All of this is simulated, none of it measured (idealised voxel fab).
This is a process module. Its name is voxel wiring stack.
Section cut is 160 nm wide and gridded with 5 nm square cells.
If you're reading a cross-section in this doc, picture square cells in a grid; it comes to you as bands, top ones listed first down to the bottom, and a band can be one or more rows of cells.
Top, bottom (nm), then materials left to right with widths (nm); lone material tagged "throughout" fills the whole band edge to edge; "air" = empty space.
We count height from 0. Below that, the starting wafer is all one material. The lowest band never ends at the bottom but goes on down; see "0 down" for how that is written.
Note: "30..40" means the width goes from the first number (top row of the band) to the second number (bottom row) in equal steps per row of cells.
The cross-section has no changed cell in any step marked "no change occurred".
What "Voids, enclosed" gives you is every empty space of 8 cells or more that is cut off from the top. Each appears as width x height at distance, with the distance taken from the left edge and width, height and distance all in nm.
Anything after a step's settings on that line? It's the simulator's own note about the step.
overlay nm: mask right of planned place by this much (step with mask). Neg. = left.
**The planned process steps are enumerated hereunder**
- 1: RECEIVE [material Si]
- 2: CONFORMAL_DEP [material SiO2] [thk nm 15]
- 3: CONFORMAL_DEP [material SiN] [thk nm 5]
- 4: DIRECTIONAL_DEP [material SiO2] [thk nm 25]
- 5: PATTERN [tone open] [mask id METAL_1] [material resist] [width nm 25] [pitch nm 45] [thk nm 15] [overlay nm 0]
- 6: DIRECTIONAL_ETCH [etch materials SiO2] [depth nm 25]
- 7: DIRECTIONAL_ETCH [etch materials SiN] [depth nm 5]
- 8: STRIP [etch materials resist]
- 9: CONFORMAL_DEP [material TiN] [thk nm 5]
- 10: FILL_DEP [material Ru] [thk nm 10]
- 11: CMP [height nm 45]
- 12: CONFORMAL_DEP [material SiCN] [thk nm 5]
- 13: DIRECTIONAL_DEP [material SiO2] [thk nm 30]
- 14: MASKED_ETCH [tone open] [mask id METAL_2] [width nm 25] [pitch nm 45] [etch materials SiO2] [depth nm 20] [overlay nm 0]
- 15: PATTERN [tone open] [mask id METAL_2_HOLES] [material resist] [width nm 15] [thk nm 20] [overlay nm 0]
- 16: DIRECTIONAL_ETCH [etch materials SiO2] [depth nm 10]
- 17: DIRECTIONAL_ETCH [etch materials SiCN] [depth nm 5]
- 18: STRIP [etch materials resist]
- 19: CONFORMAL_DEP [material TiN] [thk nm 5]
- 20: FILL_DEP [material Cu] [thk nm 10]
- 21: CMP [height nm 80]
- 22: CONFORMAL_DEP [material SiCN] [thk nm 5]
- 23: DIRECTIONAL_DEP [material lowk] [thk nm 10]
- 24: MASKED_ETCH [tone open] [mask id PLUG_2] [width nm 15] [etch materials lowk] [depth nm 10] [overlay nm 0]
- 25: MASKED_ETCH [tone open] [mask id PLUG_2] [width nm 15] [etch materials SiCN] [depth nm 5] [overlay nm 0]
- 26: CONFORMAL_DEP [material TiN] [thk nm 5]
- 27: FILL_DEP [material Cu] [thk nm 5]
- 28: CMP [height nm 95]
- 29: CONFORMAL_DEP [material SiCN] [thk nm 5]
- 30: DIRECTIONAL_DEP [material SiO2] [thk nm 20]
- 31: MASKED_ETCH [tone open] [mask id METAL_3] [width nm 25] [pitch nm 45] [etch materials SiO2] [depth nm 20] [overlay nm 0]
- 32: MASKED_ETCH [tone open] [mask id METAL_3] [width nm 25] [pitch nm 45] [etch materials SiCN] [depth nm 5] [overlay nm 0]
- 33: CONFORMAL_DEP [material TiN] [thk nm 5]
- 34: FILL_DEP [material Cu] [thk nm 5]
- 35: CMP [height nm 120]
- 36: CONFORMAL_DEP [material SiCN] [thk nm 5]
**First of the two wafers, run per plan**
**Cross-section of the wafer at receipt, which is the condition after step 1**
0 down | Si throughout
Voids, enclosed: none
**Step 2 done - wafer cross-section**
15 to 0 | SiO2 throughout
Whatever lies below 0 is exactly as it was before.
**Step 3 done - wafer cross-section**
20 to 15 | SiN throughout
Whatever lies below 15 is exactly as it was before.
**Step 4 done - wafer cross-section**
45 to 20 | SiO2 throughout
Whatever lies below 20 is exactly as it was before.
**Step 5 done - wafer cross-section**
60 to 45 | 45 resist  25 air  20 resist  25 air  45 resist
Whatever lies below 45 is exactly as it was before.
**Step 6 done - wafer cross-section**
60 to 45 | 45 resist  25 air  20 resist  25 air  45 resist
45 to 20 | 45 SiO2  25 air  20 SiO2  25 air  45 SiO2
Whatever lies below 20 is exactly as it was before.
**Step 7 done - wafer cross-section**
60 to 45 | 45 resist  25 air  20 resist  25 air  45 resist
45 to 20 | 45 SiO2  25 air  20 SiO2  25 air  45 SiO2
20 to 15 | 45 SiN  25 air  20 SiN  25 air  45 SiN
Whatever lies below 15 is exactly as it was before.
**Step 8 done - wafer cross-section**
45 to 20 | 45 SiO2  25 air  20 SiO2  25 air  45 SiO2
Whatever lies below 20 is exactly as it was before.
**Step 9 done - wafer cross-section**
50 to 45 | 50 TiN  15 air  30 TiN  15 air  50 TiN
45 to 20 | 45 SiO2  5 TiN  15 air  5 TiN  20 SiO2  5 TiN  15 air  5 TiN  45 SiO2
20 to 15 | 45 SiN  25 TiN  20 SiN  25 TiN  45 SiN
Whatever lies below 15 is exactly as it was before.
**Step 10 done - wafer cross-section**
60 to 50 | Ru throughout
50 to 45 | 50 TiN  15 Ru  30 TiN  15 Ru  50 TiN
45 to 20 | 45 SiO2  5 TiN  15 Ru  5 TiN  20 SiO2  5 TiN  15 Ru  5 TiN  45 SiO2
Whatever lies below 20 is exactly as it was before.
**Step 11 done - wafer cross-section**
45 to 20 | 45 SiO2  5 TiN  15 Ru  5 TiN  20 SiO2  5 TiN  15 Ru  5 TiN  45 SiO2
Whatever lies below 20 is exactly as it was before.
**Step 12 done - wafer cross-section**
50 to 45 | SiCN throughout
Whatever lies below 45 is exactly as it was before.
**Step 13 done - wafer cross-section**
80 to 50 | SiO2 throughout
Whatever lies below 50 is exactly as it was before.
**Step 14 done - wafer cross-section**
80 to 60 | 45 SiO2  25 air  20 SiO2  25 air  45 SiO2
Whatever lies below 60 is exactly as it was before.
**Step 15 done - wafer cross-section**
100 to 80 | 45 resist  15 air  100 resist
80 to 60 | 45 SiO2  15 air  10 resist  20 SiO2  25 resist  45 SiO2
Whatever lies below 60 is exactly as it was before.
**Step 16 done - wafer cross-section**
100 to 80 | 45 resist  15 air  100 resist
80 to 60 | 45 SiO2  15 air  10 resist  20 SiO2  25 resist  45 SiO2
60 to 50 | 45 SiO2  15 air  100 SiO2
Whatever lies below 50 is exactly as it was before.
**Step 17 done - wafer cross-section**
100 to 80 | 45 resist  15 air  100 resist
80 to 60 | 45 SiO2  15 air  10 resist  20 SiO2  25 resist  45 SiO2
60 to 50 | 45 SiO2  15 air  100 SiO2
50 to 45 | 45 SiCN  15 air  100 SiCN
Whatever lies below 45 is exactly as it was before.
**Step 18 done - wafer cross-section**
80 to 60 | 45 SiO2  25 air  20 SiO2  25 air  45 SiO2
Whatever lies below 60 is exactly as it was before.
**Step 19 done - wafer cross-section**
85 to 80 | 50 TiN  15 air  30 TiN  15 air  50 TiN
80 to 65 | 45 SiO2  5 TiN  15 air  5 TiN  20 SiO2  5 TiN  15 air  5 TiN  45 SiO2
65 to 60 | 45 SiO2  5 TiN  5 air  15 TiN  20 SiO2  25 TiN  45 SiO2
60 to 50 | 45 SiO2  5 TiN  5 air  5 TiN  100 SiO2
50 to 45 | 45 SiCN  15 TiN  100 SiCN
Whatever lies below 45 is exactly as it was before.
**Step 20 done - wafer cross-section**
95 to 85 | Cu throughout
85 to 80 | 50 TiN  15 Cu  30 TiN  15 Cu  50 TiN
80 to 65 | 45 SiO2  5 TiN  15 Cu  5 TiN  20 SiO2  5 TiN  15 Cu  5 TiN  45 SiO2
65 to 60 | 45 SiO2  5 TiN  5 Cu  15 TiN  20 SiO2  25 TiN  45 SiO2
60 to 50 | 45 SiO2  5 TiN  5 Cu  5 TiN  100 SiO2
Whatever lies below 50 is exactly as it was before.
**Step 21 done - wafer cross-section**
80 to 65 | 45 SiO2  5 TiN  15 Cu  5 TiN  20 SiO2  5 TiN  15 Cu  5 TiN  45 SiO2
Whatever lies below 65 is exactly as it was before.
**Step 22 done - wafer cross-section**
85 to 80 | SiCN throughout
Whatever lies below 80 is exactly as it was before.
**Step 23 done - wafer cross-section**
95 to 85 | lowk throughout
Whatever lies below 85 is exactly as it was before.
**Step 24 done - wafer cross-section**
95 to 85 | 45 lowk  15 air  100 lowk
Whatever lies below 85 is exactly as it was before.
**Step 25 done - wafer cross-section**
95 to 85 | 45 lowk  15 air  100 lowk
85 to 80 | 45 SiCN  15 air  100 SiCN
Whatever lies below 80 is exactly as it was before.
**Step 26 done - wafer cross-section**
100 to 95 | 50 TiN  5 air  105 TiN
95 to 85 | 45 lowk  5 TiN  5 air  5 TiN  100 lowk
85 to 80 | 45 SiCN  15 TiN  100 SiCN
Whatever lies below 80 is exactly as it was before.
**Step 27 done - wafer cross-section**
105 to 100 | Cu throughout
100 to 95 | 50 TiN  5 Cu  105 TiN
95 to 85 | 45 lowk  5 TiN  5 Cu  5 TiN  100 lowk
Whatever lies below 85 is exactly as it was before.
**Step 28 done - wafer cross-section**
95 to 85 | 45 lowk  5 TiN  5 Cu  5 TiN  100 lowk
Whatever lies below 85 is exactly as it was before.
**Step 29 done - wafer cross-section**
100 to 95 | SiCN throughout
Whatever lies below 95 is exactly as it was before.
**Step 30 done - wafer cross-section**
120 to 100 | SiO2 throughout
Whatever lies below 100 is exactly as it was before.
**Step 31 done - wafer cross-section**
120 to 100 | 45 SiO2  25 air  20 SiO2  25 air  45 SiO2
Whatever lies below 100 is exactly as it was before.
**Step 32 done - wafer cross-section**
120 to 100 | 45 SiO2  25 air  20 SiO2  25 air  45 SiO2
100 to 95 | 45 SiCN  25 air  20 SiCN  25 air  45 SiCN
Whatever lies below 95 is exactly as it was before.
**Step 33 done - wafer cross-section**
125 to 120 | 50 TiN  15 air  30 TiN  15 air  50 TiN
120 to 100 | 45 SiO2  5 TiN  15 air  5 TiN  20 SiO2  5 TiN  15 air  5 TiN  45 SiO2
100 to 95 | 45 SiCN  25 TiN  20 SiCN  25 TiN  45 SiCN
Whatever lies below 95 is exactly as it was before.
**Step 34 done - wafer cross-section**
130 to 125 | Cu throughout
125 to 120 | 50 TiN  15 Cu  30 TiN  15 Cu  50 TiN
120 to 100 | 45 SiO2  5 TiN  15 Cu  5 TiN  20 SiO2  5 TiN  15 Cu  5 TiN  45 SiO2
Whatever lies below 100 is exactly as it was before.
**Step 35 done - wafer cross-section**
120 to 100 | 45 SiO2  5 TiN  15 Cu  5 TiN  20 SiO2  5 TiN  15 Cu  5 TiN  45 SiO2
Whatever lies below 100 is exactly as it was before.
**Step 36 done - wafer cross-section**
125 to 120 | SiCN throughout
Whatever lies below 120 is exactly as it was before.
**Companion wafer, the second of two: same beginning, same intended sequence, one mistake in carrying it out; through step 13 inclusive it tracks the first exactly**
**What the second wafer looks like in cross-section when step 14 should have wrapped up**
80 to 60 | 50 SiO2  15 air  30 SiO2  15 air  50 SiO2
Whatever lies below 60 is exactly as it was before.
**What the second wafer looks like in cross-section when step 15 should have wrapped up**
100 to 80 | 45 resist  15 air  100 resist
80 to 60 | 50 SiO2  10 air  5 resist  30 SiO2  15 resist  50 SiO2
Whatever lies below 60 is exactly as it was before.
**What the second wafer looks like in cross-section when step 16 should have wrapped up**
100 to 80 | 45 resist  15 air  100 resist
80 to 70 | 45 SiO2  15 air  5 resist  30 SiO2  15 resist  50 SiO2
70 to 60 | 50 SiO2  10 air  5 resist  30 SiO2  15 resist  50 SiO2
60 to 50 | 50 SiO2  10 air  100 SiO2
Whatever lies below 50 is exactly as it was before.
**What the second wafer looks like in cross-section when step 17 should have wrapped up**
100 to 80 | 45 resist  15 air  100 resist
80 to 70 | 45 SiO2  15 air  5 resist  30 SiO2  15 resist  50 SiO2
70 to 60 | 50 SiO2  10 air  5 resist  30 SiO2  15 resist  50 SiO2
60 to 50 | 50 SiO2  10 air  100 SiO2
50 to 45 | 50 SiCN  10 air  100 SiCN
Whatever lies below 45 is exactly as it was before.
**What the second wafer looks like in cross-section when step 18 should have wrapped up**
80 to 70 | 45 SiO2  20 air  30 SiO2  15 air  50 SiO2
70 to 60 | 50 SiO2  15 air  30 SiO2  15 air  50 SiO2
Whatever lies below 60 is exactly as it was before.
**What the second wafer looks like in cross-section when step 19 should have wrapped up**
85 to 80 | 50 TiN  10 air  40 TiN  5 air  55 TiN
80 to 70 | 45 SiO2  5..10 TiN  10..5 air  5 TiN  30 SiO2  5 TiN  5 air  5 TiN  50 SiO2
70 to 65 | 50 SiO2  5 TiN  5 air  5 TiN  30 SiO2  5 TiN  5 air  5 TiN  50 SiO2
65 to 60 | 50 SiO2  15 TiN  30 SiO2  15 TiN  50 SiO2
60 to 50 | 50 SiO2  10 TiN  100 SiO2
50 to 45 | 50 SiCN  10 TiN  100 SiCN
Whatever lies below 45 is exactly as it was before.
**What the second wafer looks like in cross-section when step 20 should have wrapped up**
95 to 85 | Cu throughout
85 to 80 | 50 TiN  10 Cu  40 TiN  5 Cu  55 TiN
80 to 70 | 45 SiO2  5..10 TiN  10..5 Cu  5 TiN  30 SiO2  5 TiN  5 Cu  5 TiN  50 SiO2
70 to 65 | 50 SiO2  5 TiN  5 Cu  5 TiN  30 SiO2  5 TiN  5 Cu  5 TiN  50 SiO2
Whatever lies below 65 is exactly as it was before.
**What the second wafer looks like in cross-section when step 21 should have wrapped up**
80 to 70 | 45 SiO2  5..10 TiN  10..5 Cu  5 TiN  30 SiO2  5 TiN  5 Cu  5 TiN  50 SiO2
Whatever lies below 70 is exactly as it was before.
**What the second wafer looks like in cross-section when step 22 should have wrapped up**
85 to 80 | SiCN throughout
Whatever lies below 80 is exactly as it was before.
**What the second wafer looks like in cross-section when step 23 should have wrapped up**
95 to 85 | lowk throughout
Whatever lies below 85 is exactly as it was before.
**What the second wafer looks like in cross-section when step 24 should have wrapped up**
95 to 85 | 45 lowk  15 air  100 lowk
Whatever lies below 85 is exactly as it was before.
**What the second wafer looks like in cross-section when step 25 should have wrapped up**
95 to 85 | 45 lowk  15 air  100 lowk
85 to 80 | 45 SiCN  15 air  100 SiCN
Whatever lies below 80 is exactly as it was before.
**What the second wafer looks like in cross-section when step 26 should have wrapped up**
100 to 95 | 50 TiN  5 air  105 TiN
95 to 85 | 45 lowk  5 TiN  5 air  5 TiN  100 lowk
85 to 80 | 45 SiCN  15 TiN  100 SiCN
Whatever lies below 80 is exactly as it was before.
**What the second wafer looks like in cross-section when step 27 should have wrapped up**
105 to 100 | Cu throughout
100 to 95 | 50 TiN  5 Cu  105 TiN
95 to 85 | 45 lowk  5 TiN  5 Cu  5 TiN  100 lowk
Whatever lies below 85 is exactly as it was before.
**What the second wafer looks like in cross-section when step 28 should have wrapped up**
95 to 85 | 45 lowk  5 TiN  5 Cu  5 TiN  100 lowk
Whatever lies below 85 is exactly as it was before.
**What the second wafer looks like in cross-section when step 29 should have wrapped up**
100 to 95 | SiCN throughout
Whatever lies below 95 is exactly as it was before.
**What the second wafer looks like in cross-section when step 30 should have wrapped up**
120 to 100 | SiO2 throughout
Whatever lies below 100 is exactly as it was before.
**What the second wafer looks like in cross-section when step 31 should have wrapped up**
120 to 100 | 45 SiO2  25 air  20 SiO2  25 air  45 SiO2
Whatever lies below 100 is exactly as it was before.
**What the second wafer looks like in cross-section when step 32 should have wrapped up**
120 to 100 | 45 SiO2  25 air  20 SiO2  25 air  45 SiO2
100 to 95 | 45 SiCN  25 air  20 SiCN  25 air  45 SiCN
Whatever lies below 95 is exactly as it was before.
**What the second wafer looks like in cross-section when step 33 should have wrapped up**
125 to 120 | 50 TiN  15 air  30 TiN  15 air  50 TiN
120 to 100 | 45 SiO2  5 TiN  15 air  5 TiN  20 SiO2  5 TiN  15 air  5 TiN  45 SiO2
100 to 95 | 45 SiCN  25 TiN  20 SiCN  25 TiN  45 SiCN
Whatever lies below 95 is exactly as it was before.
**What the second wafer looks like in cross-section when step 34 should have wrapped up**
130 to 125 | Cu throughout
125 to 120 | 50 TiN  15 Cu  30 TiN  15 Cu  50 TiN
120 to 100 | 45 SiO2  5 TiN  15 Cu  5 TiN  20 SiO2  5 TiN  15 Cu  5 TiN  45 SiO2
Whatever lies below 100 is exactly as it was before.
**What the second wafer looks like in cross-section when step 35 should have wrapped up**
120 to 100 | 45 SiO2  5 TiN  15 Cu  5 TiN  20 SiO2  5 TiN  15 Cu  5 TiN  45 SiO2
Whatever lies below 100 is exactly as it was before.
**What the second wafer looks like in cross-section when step 36 should have wrapped up**
125 to 120 | SiCN throughout
Whatever lies below 120 is exactly as it was before.
Heads up, the wafer didn't run the way we planned it: note that step 14 departed from the planned setting and was carried out as MASKED_ETCH [tone open] [mask id METAL_2] [width nm 15] [pitch nm 45] [etch materials SiO2] [depth nm 20] [overlay nm 0]
The final cell counts differ between the wafers, with the second having more or fewer of some materials than the first: Cu -14, SiCN +1, SiO2 +16, TiN -3
